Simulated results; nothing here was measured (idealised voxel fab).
You're looking at the process module voxel released beams.
195 nm wide, 5 nm square cells: that's cross-section cut.
A cross-section is written here as square cells arranged in a grid, and it is given in bands from the top down, each band taking up one or more rows of cells.
Band: top height; bottom height; in nm. Then, left to right: material with width in nm, for each material. "throughout": a single material spanning edge to edge. "blank": empty space.
The level at which height equals 0 is the one under which the wafer, as it arrives, is entirely one material. No lower edge exists for the bottom band, which continues downward and is notated as in "0 nm and below".
You'd read "30 to 40" like this: the band's top row of cells is as wide as the first number, its bottom row is as wide as the second, and going down, every row changes width by the same amount as the row before did.
"left unchanged" (step): cross-section cells unchanged, all of them.
Empty spaces counting at least 8 cells and having no open way to the top are listed in "Closed voids list". The notation width x height at distance is used for each, the distance being from the left edge and all three values in nm.
Where a step's line continues beyond its settings, the continuation is a remark by the simulator itself on that step.
"overlay nm" on a masked step: distance the mask lay right of its planned place, negative for left.
Everything after this point is organized in pairs: a cross-section before one process step, a cross-section after it that shows only as deep as the lowest changed band, and, under the pair, the intervening step with its settings. Because different runs of this module on the same starting wafer can supply different pairs, a pair continues from the pair above it only if its entry headed "Status before step" says so.
Status before step
- 0 nm and below  Si throughout
- Closed voids list: none
Step Outcome
- 5 nm to 0 nm  SiN throughout
- Lower than 0, everything is as it was.
- Closed voids list: none
Step between the cross-sections above: CONFORMAL_DEP: material SiN, thk nm 5
Status before step: look at the pair above, its after cross-section is where this step starts.
Step Outcome
- 15 nm to 5 nm  SiO2 throughout
- Lower than 5, everything is as it was.
- Closed voids list: none
Step between the cross-sections above: DIRECTIONAL_DEP: material SiO2, thk nm 10
Status before step: look at the pair above, its after cross-section is where this step starts.
Step Outcome
- 25 nm to 15 nm  aC throughout
- Lower than 15, everything is as it was.
- Closed voids list: none
Step between the cross-sections above: DIRECTIONAL_DEP: material aC, thk nm 10
Status before step: look at the pair above, its after cross-section is where this step starts.
Step Outcome
- 55 nm to 25 nm  resist=45, blank=40, resist=110
- Lower than 25, everything is as it was.
- Closed voids list: none
Step between the cross-sections above: PATTERN: tone open, mask id ANCHOR, material resist, width nm 40, thk nm 30, overlay nm 0
Status before step: look at the pair above, its after cross-section is where this step starts.
Step Outcome
- 45 nm to 25 nm  resist=45, blank=40, resist=110
- 25 nm to 15 nm  aC=45, blank=40, aC=110
- Lower than 15, everything is as it was.
- Closed voids list: none
Step between the cross-sections above: DIRECTIONAL_ETCH: etch materials aC, depth nm 10
Status before step: look at the pair above, its after cross-section is where this step starts.
Step Outcome
- 25 nm to 15 nm  aC=45, blank=40, aC=110
- Lower than 15, everything is as it was.
- Closed voids list: none
Step between the cross-sections above: STRIP: etch materials resist
Status before step: look at the pair above, its after cross-section is where this step starts.
Step Outcome
- 25 nm to 15 nm  aC=45, blank=40, aC=110
- 15 nm to 5 nm  SiO2=45, blank=40, SiO2=110
- Lower than 5, everything is as it was.
- Closed voids list: none
Step between the cross-sections above: DIRECTIONAL_ETCH: etch materials SiO2, depth nm 10
Status before step: look at the pair above, its after cross-section is where this step starts.
Step Outcome
- 15 nm to 5 nm  SiO2=45, blank=40, SiO2=110
- Lower than 5, everything is as it was.
- Closed voids list: none
Step between the cross-sections above: STRIP: etch materials aC
Status before step: look at the pair above, its after cross-section is where this step starts.
Step Outcome
- 30 nm to 20 nm  W=60, blank=10, W=125
- 20 nm to 15 nm  W throughout
- 15 nm to 5 nm  SiO2=45, W=40, SiO2=110
- Lower than 5, everything is as it was.
- Closed voids list: none
Step between the cross-sections above: CONFORMAL_DEP: material W, thk nm 15
Status before step: look at the pair above, its after cross-section is where this step starts.
Step Outcome
- 30 nm to 20 nm  blank=40, W=20, blank=10, W=80, blank=45
- 20 nm to 15 nm  blank=40, W=110, blank=45
- Lower than 15, everything is as it was.
- Closed voids list: none
Step between the cross-sections above: MASKED_ETCH: tone cover, mask id BEAM, width nm 110, etch materials W, depth nm 15, overlay nm 0
Status before step: look at the pair above, its after cross-section is where this step starts.
Step Outcome
- 30 nm to 20 nm  blank=40, W=20, blank=10, W=80, blank=45
- 20 nm to 15 nm  blank=40, W=110, blank=45
- 15 nm to 5 nm  blank=45, W=40, blank=110
- Lower than 5, everything is as it was.
- Closed voids list: none
Step between the cross-sections above: STRIP: etch materials SiO2
Status before step
- 0 nm and below  Si throughout
- Closed voids list: none
Step Outcome
- 10 nm to 0 nm  SiO2 throughout
- Lower than 0, everything is as it was.
- Closed voids list: none
Step between the cross-sections above: DIRECTIONAL_DEP: material SiO2, thk nm 10
Status before step: look at the pair above, its after cross-section is where this step starts.
Step Outcome
- 20 nm to 10 nm  aC throughout
- Lower than 10, everything is as it was.
- Closed voids list: none
Step between the cross-sections above: DIRECTIONAL_DEP: material aC, thk nm 10
Status before step: look at the pair above, its after cross-section is where this step starts.
Step Outcome
- 50 nm to 20 nm  resist=45, blank=40, resist=110
- Lower than 20, everything is as it was.
- Closed voids list: none
Step between the cross-sections above: PATTERN: tone open, mask id ANCHOR, material resist, width nm 40, thk nm 30, overlay nm 0
Status before step: look at the pair above, its after cross-section is where this step starts.
Step Outcome
- 40 nm to 20 nm  resist=45, blank=40, resist=110
- 20 nm to 10 nm  aC=45, blank=40, aC=110
- Lower than 10, everything is as it was.
- Closed voids list: none
Step between the cross-sections above: DIRECTIONAL_ETCH: etch materials aC, depth nm 10
Status before step: look at the pair above, its after cross-section is where this step starts.
Step Outcome
- 20 nm to 10 nm  aC=45, blank=40, aC=110
- Lower than 10, everything is as it was.
- Closed voids list: none
Step between the cross-sections above: STRIP: etch materials resist
Status before step: look at the pair above, its after cross-section is where this step starts.
Step Outcome
- 20 nm to 10 nm  aC=45, blank=40, aC=110
- 10 nm to 0 nm  SiO2=45, blank=40, SiO2=110
- Lower than 0, everything is as it was.
- Closed voids list: none
Step between the cross-sections above: DIRECTIONAL_ETCH: etch materials SiO2, depth nm 10
Status before step: look at the pair above, its after cross-section is where this step starts.
Step Outcome
- 10 nm to 0 nm  SiO2=45, blank=40, SiO2=110
- Lower than 0, everything is as it was.
- Closed voids list: none
Step between the cross-sections above: STRIP: etch materials aC
Status before step: look at the pair above, its after cross-section is where this step starts.
Step Outcome
- 25 nm to 15 nm  W=60, blank=10, W=125
- 15 nm to 10 nm  W throughout
- 10 nm to 0 nm  SiO2=45, W=40, SiO2=110
- Lower than 0, everything is as it was.
- Closed voids list: none
Step between the cross-sections above: CONFORMAL_DEP: material W, thk nm 15
Status before step: look at the pair above, its after cross-section is where this step starts.
Step Outcome
- 25 nm to 15 nm  blank=40, W=20, blank=10, W=80, blank=45
- 15 nm to 10 nm  blank=40, W=110, blank=45
- Lower than 10, everything is as it was.
- Closed voids list: none
Step between the cross-sections above: MASKED_ETCH: tone cover, mask id BEAM, width nm 110, etch materials W, depth nm 15, overlay nm 0
Status before step: look at the pair above, its after cross-section is where this step starts.
Step Outcome
- 25 nm to 15 nm  blank=40, W=20, blank=10, W=80, blank=45
- 15 nm to 10 nm  blank=40, W=110, blank=45
- 10 nm to 0 nm  blank=45, W=40, blank=110
- Lower than 0, everything is as it was.
- Closed voids list: none
Step between the cross-sections above: STRIP: etch materials SiO2
Status before step
- 30 nm to 20 nm  W=60, blank=10, W=125
- 20 nm to 15 nm  W throughout
- 15 nm to 5 nm  SiO2=45, W=40, SiO2=110
- 5 nm to 0 nm  SiN throughout
- 0 nm and below  Si throughout
- Closed voids list: none
Step Outcome
- 45 nm to 15 nm  W throughout
- Lower than 15, everything is as it was.
- Closed voids list: none
Step between the cross-sections above: CONFORMAL_DEP: material W, thk nm 15
Status before step: look at the pair above, its after cross-section is where this step starts.
Step Outcome
- 45 nm to 30 nm  blank=40, W=110, blank=45
- Lower than 30, everything is as it was.
- Closed voids list: none
Step between the cross-sections above: MASKED_ETCH: tone cover, mask id BEAM, width nm 110, etch materials W, depth nm 15, overlay nm 0
Status before step
- 10 nm to 0 nm  SiO2 throughout
- 0 nm and below  Si throughout
- Closed voids list: none
Step Outcome
- 15 nm to 10 nm  SiN throughout
- Lower than 10, everything is as it was.
- Closed voids list: none
Step between the cross-sections above: CONFORMAL_DEP: material SiN, thk nm 5
Status before step: look at the pair above, its after cross-section is where this step starts.
Step Outcome
- 25 nm to 15 nm  aC throughout
- Lower than 15, everything is as it was.
- Closed voids list: none
Step between the cross-sections above: DIRECTIONAL_DEP: material aC, thk nm 10
Status before step: look at the pair above, its after cross-section is where this step starts.
Step Outcome
- 55 nm to 25 nm  resist=45, blank=40, resist=110
- Lower than 25, everything is as it was.
- Closed voids list: none
Step between the cross-sections above: PATTERN: tone open, mask id ANCHOR, material resist, width nm 40, thk nm 30, overlay nm 0
Status before step: look at the pair above, its after cross-section is where this step starts.
Step Outcome
- 45 nm to 25 nm  resist=45, blank=40, resist=110
- 25 nm to 15 nm  aC=45, blank=40, aC=110
- Lower than 15, everything is as it was.
- Closed voids list: none
Step between the cross-sections above: DIRECTIONAL_ETCH: etch materials aC, depth nm 10
Status before step: look at the pair above, its after cross-section is where this step starts.
Step Outcome
- 25 nm to 15 nm  aC=45, blank=40, aC=110
- Lower than 15, everything is as it was.
- Closed voids list: none
Step between the cross-sections above: STRIP: etch materials resist
Status before step: look at the pair above, its after cross-section is where this step starts.
Step Outcome
- 15 nm to 10 nm  SiN throughout
- Lower than 10, everything is as it was.
- Closed voids list: none
Step between the cross-sections above: STRIP: etch materials aC
Status before step: look at the pair above, its after cross-section is where this step starts.
Step Outcome
- 30 nm to 15 nm  W throughout
- Lower than 15, everything is as it was.
- Closed voids list: none
Step between the cross-sections above: CONFORMAL_DEP: material W, thk nm 15
Status before step: look at the pair above, its after cross-section is where this step starts.
Step Outcome
- 30 nm to 15 nm  blank=40, W=110, blank=45
- Lower than 15, everything is as it was.
- Closed voids list: none
Step between the cross-sections above: MASKED_ETCH: tone cover, mask id BEAM, width nm 110, etch materials W, depth nm 15, overlay nm 0
Status before step
- 5 nm to 0 nm  SiN throughout
- 0 nm and below  Si throughout
- Closed voids list: none
Step Outcome
- 10 nm to 5 nm  SiO2 throughout
- Lower than 5, everything is as it was.
- Closed voids list: none
Step between the cross-sections above: DIRECTIONAL_DEP: material SiO2, thk nm 5
Status before step: look at the pair above, its after cross-section is where this step starts.
Step Outcome
- 20 nm to 10 nm  aC throughout
- Lower than 10, everything is as it was.
- Closed voids list: none
Step between the cross-sections above: DIRECTIONAL_DEP: material aC, thk nm 10
Status before step: look at the pair above, its after cross-section is where this step starts.
Step Outcome
- 50 nm to 20 nm  resist=45, blank=40, resist=110
- Lower than 20, everything is as it was.
- Closed voids list: none
Step between the cross-sections above: PATTERN: tone open, mask id ANCHOR, material resist, width nm 40, thk nm 30, overlay nm 0
Status before step: look at the pair above, its after cross-section is where this step starts.
Step Outcome
- 40 nm to 20 nm  resist=45, blank=40, resist=110
- 20 nm to 10 nm  aC=45, blank=40, aC=110
- Lower than 10, everything is as it was.
- Closed voids list: none
Step between the cross-sections above: DIRECTIONAL_ETCH: etch materials aC, depth nm 10
Status before step: look at the pair above, its after cross-section is where this step starts.
Step Outcome
- 20 nm to 10 nm  aC=45, blank=40, aC=110
- Lower than 10, everything is as it was.
- Closed voids list: none
Step between the cross-sections above: STRIP: etch materials resist
Status before step: look at the pair above, its after cross-section is where this step starts.
Step Outcome
- 20 nm to 10 nm  aC=45, blank=40, aC=110
- 10 nm to 5 nm  SiO2=45, blank=40, SiO2=110
- Lower than 5, everything is as it was.
- Closed voids list: none
Step between the cross-sections above: DIRECTIONAL_ETCH: etch materials SiO2, depth nm 10
Status before step: look at the pair above, its after cross-section is where this step starts.
Step Outcome
- 10 nm to 5 nm  SiO2=45, blank=40, SiO2=110
- Lower than 5, everything is as it was.
- Closed voids list: none
Step between the cross-sections above: STRIP: etch materials aC
Status before step: look at the pair above, its after cross-section is where this step starts.
Step Outcome
- 25 nm to 20 nm  W=60, blank=10, W=125
- 20 nm to 10 nm  W throughout
- 10 nm to 5 nm  SiO2=45, W=40, SiO2=110
- Lower than 5, everything is as it was.
- Closed voids list: none
Step between the cross-sections above: CONFORMAL_DEP: material W, thk nm 15
Status before step: look at the pair above, its after cross-section is where this step starts.
Step Outcome
- 25 nm to 20 nm  blank=40, W=20, blank=10, W=80, blank=45
- 20 nm to 10 nm  blank=40, W=110, blank=45
- Lower than 10, everything is as it was.
- Closed voids list: none
Step between the cross-sections above: MASKED_ETCH: tone cover, mask id BEAM, width nm 110, etch materials W, depth nm 15, overlay nm 0
Status before step: look at the pair above, its after cross-section is where this step starts.
Step Outcome
- 25 nm to 20 nm  blank=40, W=20, blank=10, W=80, blank=45
- 20 nm to 10 nm  blank=40, W=110, blank=45
- 10 nm to 5 nm  blank=45, W=40, blank=110
- Lower than 5, everything is as it was.
- Closed voids list: none
Step between the cross-sections above: STRIP: etch materials SiO2
Status before step
- 25 nm to 15 nm  aC throughout
- 15 nm to 5 nm  SiO2 throughout
- 5 nm to 0 nm  SiN throughout
- 0 nm and below  Si throughout
- Closed voids list: none
Step Outcome
- 55 nm to 25 nm  resist=50, blank=30, resist=115
- Lower than 25, everything is as it was.
- Closed voids list: none
Step between the cross-sections above: PATTERN: tone open, mask id ANCHOR, material resist, width nm 30, thk nm 30, overlay nm 0
Status before step: look at the pair above, its after cross-section is where this step starts.
Step Outcome
- 45 nm to 25 nm  resist=50, blank=30, resist=115
- 25 nm to 15 nm  aC=50, blank=30, aC=115
- Lower than 15, everything is as it was.
- Closed voids list: none
Step between the cross-sections above: DIRECTIONAL_ETCH: etch materials aC, depth nm 10
Status before step: look at the pair above, its after cross-section is where this step starts.
Step Outcome
- 25 nm to 15 nm  aC=50, blank=30, aC=115
- Lower than 15, everything is as it was.
- Closed voids list: none
Step between the cross-sections above: STRIP: etch materials resist
Status before step: look at the pair above, its after cross-section is where this step starts.
Step Outcome
- 25 nm to 15 nm  aC=50, blank=30, aC=115
- 15 nm to 5 nm  SiO2=50, blank=30, SiO2=115
- Lower than 5, everything is as it was.
- Closed voids list: none
Step between the cross-sections above: DIRECTIONAL_ETCH: etch materials SiO2, depth nm 10
Status before step: look at the pair above, its after cross-section is where this step starts.
Step Outcome
- 15 nm to 5 nm  SiO2=50, blank=30, SiO2=115
- Lower than 5, everything is as it was.
- Closed voids list: none
Step between the cross-sections above: STRIP: etch materials aC
Status before step: look at the pair above, its after cross-section is where this step starts.
Step Outcome
- 30 nm to 15 nm  W throughout
- 15 nm to 5 nm  SiO2=50, W=30, SiO2=115
- Lower than 5, everything is as it was.
- Closed voids list: none
Step between the cross-sections above: CONFORMAL_DEP: material W, thk nm 15
Status before step: look at the pair above, its after cross-section is where this step starts.
Step Outcome
- 30 nm to 15 nm  blank=40, W=110, blank=45
- Lower than 15, everything is as it was.
- Closed voids list: none
Step between the cross-sections above: MASKED_ETCH: tone cover, mask id BEAM, width nm 110, etch materials W, depth nm 15, overlay nm 0
Status before step: look at the pair above, its after cross-section is where this step starts.
Step Outcome
- 30 nm to 15 nm  blank=40, W=110, blank=45
- 15 nm to 5 nm  blank=50, W=30, blank=115
- Lower than 5, everything is as it was.
- Closed voids list: none
Step between the cross-sections above: STRIP: etch materials SiO2
Status before step
- 25 nm to 15 nm  aC throughout
- 15 nm to 5 nm  SiO2 throughout
- 5 nm to 0 nm  SiN throughout
- 0 nm and below  Si throughout
- Closed voids list: none
Step Outcome
- 55 nm to 25 nm  resist=55, blank=40, resist=100
- Lower than 25, everything is as it was.
- Closed voids list: none
Step between the cross-sections above: PATTERN: tone open, mask id ANCHOR, material resist, width nm 40, thk nm 30, overlay nm 10
Status before step: look at the pair above, its after cross-section is where this step starts.
Step Outcome
- 45 nm to 25 nm  resist=55, blank=40, resist=100
- 25 nm to 15 nm  aC=55, blank=40, aC=100
- Lower than 15, everything is as it was.
- Closed voids list: none
Step between the cross-sections above: DIRECTIONAL_ETCH: etch materials aC, depth nm 10
Status before step: look at the pair above, its after cross-section is where this step starts.
Step Outcome
- 25 nm to 15 nm  aC=55, blank=40, aC=100
- Lower than 15, everything is as it was.
- Closed voids list: none
Step between the cross-sections above: STRIP: etch materials resist
Status before step: look at the pair above, its after cross-section is where this step starts.
Step Outcome
- 25 nm to 15 nm  aC=55, blank=40, aC=100
- 15 nm to 5 nm  SiO2=55, blank=40, SiO2=100
- Lower than 5, everything is as it was.
- Closed voids list: none
Step between the cross-sections above: DIRECTIONAL_ETCH: etch materials SiO2, depth nm 10
Status before step: look at the pair above, its after cross-section is where this step starts.
Step Outcome
- 15 nm to 5 nm  SiO2=55, blank=40, SiO2=100
- Lower than 5, everything is as it was.
- Closed voids list: none
Step between the cross-sections above: STRIP: etch materials aC
Status before step: look at the pair above, its after cross-section is where this step starts.
Step Outcome
- 30 nm to 20 nm  W=70, blank=10, W=115
- 20 nm to 15 nm  W throughout
- 15 nm to 5 nm  SiO2=55, W=40, SiO2=100
- Lower than 5, everything is as it was.
- Closed voids list: none
Step between the cross-sections above: CONFORMAL_DEP: material W, thk nm 15
Status before step: look at the pair above, its after cross-section is where this step starts.
Step Outcome
- 30 nm to 20 nm  blank=40, W=30, blank=10, W=70, blank=45
- 20 nm to 15 nm  blank=40, W=110, blank=45
- Lower than 15, everything is as it was.
- Closed voids list: none
Step between the cross-sections above: MASKED_ETCH: tone cover, mask id BEAM, width nm 110, etch materials W, depth nm 15, overlay nm 0
Status before step: look at the pair above, its after cross-section is where this step starts.
Step Outcome
- 30 nm to 20 nm  blank=40, W=30, blank=10, W=70, blank=45
- 20 nm to 15 nm  blank=40, W=110, blank=45
- 15 nm to 5 nm  blank=55, W=40, blank=100
- Lower than 5, everything is as it was.
- Closed voids list: none
Step between the cross-sections above: STRIP: etch materials SiO2
Status before step
- 5 nm to 0 nm  SiN throughout
- 0 nm and below  Si throughout
- Closed voids list: none
Step Outcome
- 15 nm to 0 nm  SiN throughout
- Lower than 0, everything is as it was.
- Closed voids list: none
Step between the cross-sections above: DIRECTIONAL_DEP: material SiN, thk nm 10
Status before step: look at the pair above, its after cross-section is where this step starts.
Step Outcome
- 25 nm to 15 nm  aC throughout
- Lower than 15, everything is as it was.
- Closed voids list: none
Step between the cross-sections above: DIRECTIONAL_DEP: material aC, thk nm 10
Status before step: look at the pair above, its after cross-section is where this step starts.
Step Outcome
- 55 nm to 25 nm  resist=45, blank=40, resist=110
- Lower than 25, everything is as it was.
- Closed voids list: none
Step between the cross-sections above: PATTERN: tone open, mask id ANCHOR, material resist, width nm 40, thk nm 30, overlay nm 0
Status before step: look at the pair above, its after cross-section is where this step starts.
Step Outcome
- 45 nm to 25 nm  resist=45, blank=40, resist=110
- 25 nm to 15 nm  aC=45, blank=40, aC=110
- Lower than 15, everything is as it was.
- Closed voids list: none
Step between the cross-sections above: DIRECTIONAL_ETCH: etch materials aC, depth nm 10
Status before step: look at the pair above, its after cross-section is where this step starts.
Step Outcome
- 25 nm to 15 nm  aC=45, blank=40, aC=110
- Lower than 15, everything is as it was.
- Closed voids list: none
Step between the cross-sections above: STRIP: etch materials resist
Status before step: look at the pair above, its after cross-section is where this step starts.
Step Outcome
- 15 nm to 0 nm  SiN throughout
- Lower than 0, everything is as it was.
- Closed voids list: none
Step between the cross-sections above: STRIP: etch materials aC
Status before step: look at the pair above, its after cross-section is where this step starts.
Step Outcome
- 30 nm to 15 nm  W throughout
- Lower than 15, everything is as it was.
- Closed voids list: none
Step between the cross-sections above: CONFORMAL_DEP: material W, thk nm 15
Status before step: look at the pair above, its after cross-section is where this step starts.
Step Outcome
- 30 nm to 15 nm  blank=40, W=110, blank=45
- Lower than 15, everything is as it was.
- Closed voids list: none
Step between the cross-sections above: MASKED_ETCH: tone cover, mask id BEAM, width nm 110, etch materials W, depth nm 15, overlay nm 0
Status before step
- 25 nm to 15 nm  aC throughout
- 15 nm to 5 nm  SiO2 throughout
- 5 nm to 0 nm  SiN throughout
- 0 nm and below  Si throughout
- Closed voids list: none
Step Outcome
- 55 nm to 25 nm  blank=45, resist=40, blank=110
- Lower than 25, everything is as it was.
- Closed voids list: none
Step between the cross-sections above: PATTERN: tone cover, mask id ANCHOR, material resist, width nm 40, thk nm 30, overlay nm 0
Status before step: look at the pair above, its after cross-section is where this step starts.
Step Outcome
- 45 nm to 25 nm  blank=45, resist=40, blank=110
- 25 nm to 15 nm  blank=45, aC=40, blank=110
- Lower than 15, everything is as it was.
- Closed voids list: none
Step between the cross-sections above: DIRECTIONAL_ETCH: etch materials aC, depth nm 10
Status before step: look at the pair above, its after cross-section is where this step starts.
Step Outcome
- 25 nm to 15 nm  blank=45, aC=40, blank=110
- Lower than 15, everything is as it was.
- Closed voids list: none
Step between the cross-sections above: STRIP: etch materials resist
Status before step: look at the pair above, its after cross-section is where this step starts.
Step Outcome
- 25 nm to 15 nm  blank=45, aC=40, blank=110
- 15 nm to 5 nm  blank=45, SiO2=40, blank=110
- Lower than 5, everything is as it was.
- Closed voids list: none
Step between the cross-sections above: DIRECTIONAL_ETCH: etch materials SiO2, depth nm 10
Status before step: look at the pair above, its after cross-section is where this step starts.
Step Outcome
- 15 nm to 5 nm  blank=45, SiO2=40, blank=110
- Lower than 5, everything is as it was.
- Closed voids list: none
Step between the cross-sections above: STRIP: etch materials aC
Status before step: look at the pair above, its after cross-section is where this step starts.
Step Outcome
- 30 nm to 20 nm  blank=30, W=70, blank=95
- 20 nm to 15 nm  W throughout
- 15 nm to 5 nm  W=45, SiO2=40, W=110
- Lower than 5, everything is as it was.
- Closed voids list: none
Step between the cross-sections above: CONFORMAL_DEP: material W, thk nm 15
Status before step: look at the pair above, its after cross-section is where this step starts.
Step Outcome
- 30 nm to 20 nm  blank=40, W=60, blank=95
- 20 nm to 15 nm  blank=40, W=110, blank=45
- 15 nm to 5 nm  blank=30, W=15, SiO2=40, W=65, blank=45
- Lower than 5, everything is as it was.
- Closed voids list: none
Step between the cross-sections above: MASKED_ETCH: tone cover, mask id BEAM, width nm 110, etch materials W, depth nm 15, overlay nm 0
